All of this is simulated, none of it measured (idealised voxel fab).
process module | voxel ribs on slabs
cross-section cut | 285 nm wide | cells 5 nm
A cross-section is a grid of square cells, given in bands from the top down. A band is one or more rows of cells.
Each band's line starts with the height of the band's top and of its bottom, in nm. Then come its materials from left to right, each with its width in nm. One material with "throughout" fills the band from edge to edge. "air" is empty space.
Height 0 is the level under which the wafer as received is all one material. The lowest band goes on downwards, as in "0 down".
A width such as "30 to 40" changes by the same amount from each row of cells to the next, from the band's top row to its bottom row.
"no change" after a step means that no cell of the cross-section changed.
closed voids: empty space of 8 cells or more with no open way to the top, each as width x height at its distance from the left edge, in nm
after a step's settings: what the simulator itself notes on the step
overlay nm, on a step with a mask: how far to the right of its planned place the mask lay; to the left if negative
plan
1 op RECEIVE | material Si
2 op DIRECTIONAL_DEP | material SiO2 | thk nm 25
3 op DIRECTIONAL_DEP | material SiN | thk nm 20
4 op DIRECTIONAL_DEP | material aC | thk nm 10
5 op PATTERN | tone cover | mask id RIB | material resist | width nm 25 | thk nm 25 | overlay nm 0
6 op DIRECTIONAL_ETCH | etch materials aC | depth nm 10
7 op STRIP | etch materials resist
8 op DIRECTIONAL_ETCH | etch materials SiN | depth nm 5
9 op STRIP | etch materials aC
10 op DIRECTIONAL_DEP | material aC | thk nm 10
11 op PATTERN | tone cover | mask id SLAB | material resist | width nm 55 | thk nm 30 | overlay nm 0
12 op DIRECTIONAL_ETCH | etch materials aC | depth nm 10
13 op STRIP | etch materials resist
14 op DIRECTIONAL_ETCH | etch materials SiN | depth nm 15
15 op STRIP | etch materials aC
16 op FILL_DEP | material SiO2 | thk nm 15
17 op CMP | height nm 55
18 op DIRECTIONAL_DEP | material W | thk nm 5
19 op PATTERN | tone cover | mask id HEATER | material resist | width nm 35 | thk nm 20 | overlay nm 0
20 op DIRECTIONAL_ETCH | etch materials W | depth nm 5
21 op STRIP | etch materials resist
22 op CONFORMAL_DEP | material SiO2 | thk nm 5
first wafer, as planned
as received, after step 1
  0 down: Si throughout
  closed voids: none
after step 2
  25 to 0: SiO2 throughout
  below 0: unchanged
after step 3
  45 to 25: SiN throughout
  below 25: unchanged
after step 4
  55 to 45: aC throughout
  below 45: unchanged
after step 5
  80 to 55: air 130 | resist 25 | air 130
  below 55: unchanged
after step 6
  70 to 55: air 130 | resist 25 | air 130
  55 to 45: air 130 | aC 25 | air 130
  below 45: unchanged
after step 7
  55 to 45: air 130 | aC 25 | air 130
  below 45: unchanged
after step 8
  55 to 45: air 130 | aC 25 | air 130
  45 to 40: air 130 | SiN 25 | air 130
  below 40: unchanged
after step 9
  45 to 40: air 130 | SiN 25 | air 130
  below 40: unchanged
after step 10
  55 to 50: air 130 | aC 25 | air 130
  50 to 45: aC throughout
  45 to 40: aC 130 | SiN 25 | aC 130
  below 40: unchanged
after step 11
  85 to 55: air 115 | resist 55 | air 115
  55 to 50: air 115 | resist 15 | aC 25 | resist 15 | air 115
  below 50: unchanged
after step 12
  75 to 55: air 115 | resist 55 | air 115
  55 to 50: air 115 | resist 15 | aC 25 | resist 15 | air 115
  50 to 45: air 115 | aC 55 | air 115
  45 to 40: air 115 | aC 15 | SiN 25 | aC 15 | air 115
  below 40: unchanged
after step 13
  55 to 45: air 130 to 115 | aC 25 to 55 | air 130 to 115
  below 45: unchanged
after step 14
  55 to 45: air 130 to 115 | aC 25 to 55 | air 130 to 115
  45 to 40: air 115 | aC 15 | SiN 25 | aC 15 | air 115
  40 to 25: air 115 | SiN 55 | air 115
  below 25: unchanged
after step 15
  45 to 40: air 130 | SiN 25 | air 130
  below 40: unchanged
after step 16
  60 to 45: SiO2 throughout
  45 to 40: SiO2 130 | SiN 25 | SiO2 130
  40 to 25: SiO2 115 | SiN 55 | SiO2 115
  below 25: unchanged
after step 17
  55 to 45: SiO2 throughout
  below 45: unchanged
after step 18
  60 to 55: W throughout
  below 55: unchanged
after step 19
  80 to 60: air 125 | resist 35 | air 125
  below 60: unchanged
after step 20
  80 to 60: air 125 | resist 35 | air 125
  60 to 55: air 125 | W 35 | air 125
  below 55: unchanged
after step 21
  60 to 55: air 125 | W 35 | air 125
  below 55: unchanged
after step 22
  65 to 60: air 120 | SiO2 45 | air 120
  60 to 55: SiO2 125 | W 35 | SiO2 125
  below 55: unchanged
second wafer: like start, like plan, one mistake. Through step 1 it matches the first wafer
when step 2 should have ended
  20 to 0: SiN throughout
  below 0: unchanged
when step 3 should have ended
  45 to 20: SiO2 throughout
  below 20: unchanged
when step 4 should have ended
  55 to 45: aC throughout
  below 45: unchanged
when step 5 should have ended
  80 to 55: air 130 | resist 25 | air 130
  below 55: unchanged
when step 6 should have ended
  70 to 55: air 130 | resist 25 | air 130
  55 to 45: air 130 | aC 25 | air 130
  below 45: unchanged
when step 7 should have ended
  55 to 45: air 130 | aC 25 | air 130
  below 45: unchanged
when step 8 should have ended: no change
when step 9 should have ended
  45 to 20: SiO2 throughout
  below 20: unchanged
when step 10 should have ended
  55 to 45: aC throughout
  below 45: unchanged
when step 11 should have ended
  85 to 55: air 115 | resist 55 | air 115
  below 55: unchanged
when step 12 should have ended
  75 to 55: air 115 | resist 55 | air 115
  55 to 45: air 115 | aC 55 | air 115
  below 45: unchanged
when step 13 should have ended
  55 to 45: air 115 | aC 55 | air 115
  below 45: unchanged
when step 14 should have ended: no change
when step 15 should have ended
  45 to 20: SiO2 throughout
  below 20: unchanged
when step 16 should have ended
  60 to 20: SiO2 throughout
  below 20: unchanged
when step 17 should have ended
  55 to 20: SiO2 throughout
  below 20: unchanged
when step 18 should have ended
  60 to 55: W throughout
  below 55: unchanged
when step 19 should have ended
  80 to 60: air 125 | resist 35 | air 125
  below 60: unchanged
when step 20 should have ended
  80 to 60: air 125 | resist 35 | air 125
  60 to 55: air 125 | W 35 | air 125
  below 55: unchanged
when step 21 should have ended
  60 to 55: air 125 | W 35 | air 125
  below 55: unchanged
when step 22 should have ended
  65 to 60: air 120 | SiO2 45 | air 120
  60 to 55: SiO2 125 | W 35 | SiO2 125
  below 55: unchanged
what went wrong: steps 2 and 3 were swapped
at the end the second wafer has, in cells: 190 more of SiN | 190 fewer of SiO2
